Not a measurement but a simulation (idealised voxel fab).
Herein follows the process module entitled voxel plated lines.
In the cross-section labelled cut, the width is 295 nm and each square cell is 5 nm.
For the purposes of this document, a cross-section shall be understood as a grid of square cells, specified as bands listed in top-to-bottom order, each band consisting of one or more rows of cells.
Top height, bottom height, nm. Materials left to right, width each, nm. Single material + "everywhere" = fills band edge to edge. "empty" = empty.
Convention: height 0 is the level below which the wafer, as received, is all one material. The lowest band does not terminate at the bottom but continues downward, represented as "0 -> down".
The notation "30 to 40" denotes a width that varies across the rows of cells in the band, beginning at the first number in the top row, finishing at the second number in the bottom row, and changing by an identical amount from each row to the next.
"nothing changed" (step): cross-section cells unchanged, all of them.
Empty spaces counting at least 8 cells and having no open way to the top are listed in "Enclosed void inventory". The notation width x height at distance is used for each, the distance being from the left edge and all three values in nm.
Text after the settings on a step's line: the simulator's own remark on that step.
overlay nm: right-of-plan distance of the mask on a masked step; negative values mean left-of-plan.
Here's what the planned process steps look like
step 1: op RECEIVE | material Si
step 2: op CONFORMAL_DEP | material Al2O3 | thk nm 15
step 3: op DIRECTIONAL_DEP | material TiN | thk nm 5
step 4: op PATTERN | tone open | mask id LINES | material resist | width nm 30 | pitch nm 55 | thk nm 20 | overlay nm 0
step 5: op EPI | material Ru | thk nm 5
step 6: op STRIP | etch materials resist
step 7: op DIRECTIONAL_ETCH | etch materials TiN | depth nm 5
step 8: op CONFORMAL_DEP | material SiN | thk nm 10
Concerning the first of two wafers, which was run in accordance with the plan
Cross-section: wafer on arrival = after step 1
  0 -> down | Si everywhere
  Enclosed void inventory: none
Sectional view: wafer, after step 2
  15 -> 0 | Al2O3 everywhere
  Unchanged below 0.
Sectional view: wafer, after step 3
  20 -> 15 | TiN everywhere
  Unchanged below 15.
Sectional view: wafer, after step 4
  40 -> 20 | 105 of resist  30 of empty  25 of resist  30 of empty  105 of resist
  Unchanged below 20.
Sectional view: wafer, after step 5
  40 -> 25 | 105 of resist  30 of empty  25 of resist  30 of empty  105 of resist
  25 -> 20 | 105 of resist  30 of Ru  25 of resist  30 of Ru  105 of resist
  Unchanged below 20.
Sectional view: wafer, after step 6
  25 -> 20 | 105 of empty  30 of Ru  25 of empty  30 of Ru  105 of empty
  Unchanged below 20.
Sectional view: wafer, after step 7
  25 -> 20 | 105 of empty  30 of Ru  25 of empty  30 of Ru  105 of empty
  20 -> 15 | 105 of empty  30 of TiN  25 of empty  30 of TiN  105 of empty
  Unchanged below 15.
Sectional view: wafer, after step 8
  35 -> 25 | 95 of empty  50 of SiN  5 of empty  50 of SiN  95 of empty
  25 -> 20 | 105 of SiN  30 of Ru  25 of SiN  30 of Ru  105 of SiN
  20 -> 15 | 105 of SiN  30 of TiN  25 of SiN  30 of TiN  105 of SiN
  Unchanged below 15.
Second wafer, same starting conditions and recipe as the first, one mistake in executing it, nothing differs from the first up to and including step 1
Second wafer shown in cross-section at the time step 2 was slated to end: nothing changed
Second wafer shown in cross-section at the time step 3 was slated to end
  5 -> 0 | TiN everywhere
  Unchanged below 0.
Second wafer shown in cross-section at the time step 4 was slated to end
  25 -> 5 | 105 of resist  30 of empty  25 of resist  30 of empty  105 of resist
  Unchanged below 5.
Second wafer shown in cross-section at the time step 5 was slated to end
  25 -> 10 | 105 of resist  30 of empty  25 of resist  30 of empty  105 of resist
  10 -> 5 | 105 of resist  30 of Ru  25 of resist  30 of Ru  105 of resist
  Unchanged below 5.
Second wafer shown in cross-section at the time step 6 was slated to end
  10 -> 5 | 105 of empty  30 of Ru  25 of empty  30 of Ru  105 of empty
  Unchanged below 5.
Second wafer shown in cross-section at the time step 7 was slated to end
  10 -> 5 | 105 of empty  30 of Ru  25 of empty  30 of Ru  105 of empty
  5 -> 0 | 105 of empty  30 of TiN  25 of empty  30 of TiN  105 of empty
  Unchanged below 0.
Second wafer shown in cross-section at the time step 8 was slated to end
  20 -> 10 | 95 of empty  50 of SiN  5 of empty  50 of SiN  95 of empty
  10 -> 5 | 105 of SiN  30 of Ru  25 of SiN  30 of Ru  105 of SiN
  5 -> 0 | 105 of SiN  30 of TiN  25 of SiN  30 of TiN  105 of SiN
  Unchanged below 0.
Where did the run depart from the plan? plan step 2: skipped, not run
Looking at both finished wafers in cells, the second ends up ahead of or behind the first on some materials: -177 Al2O3
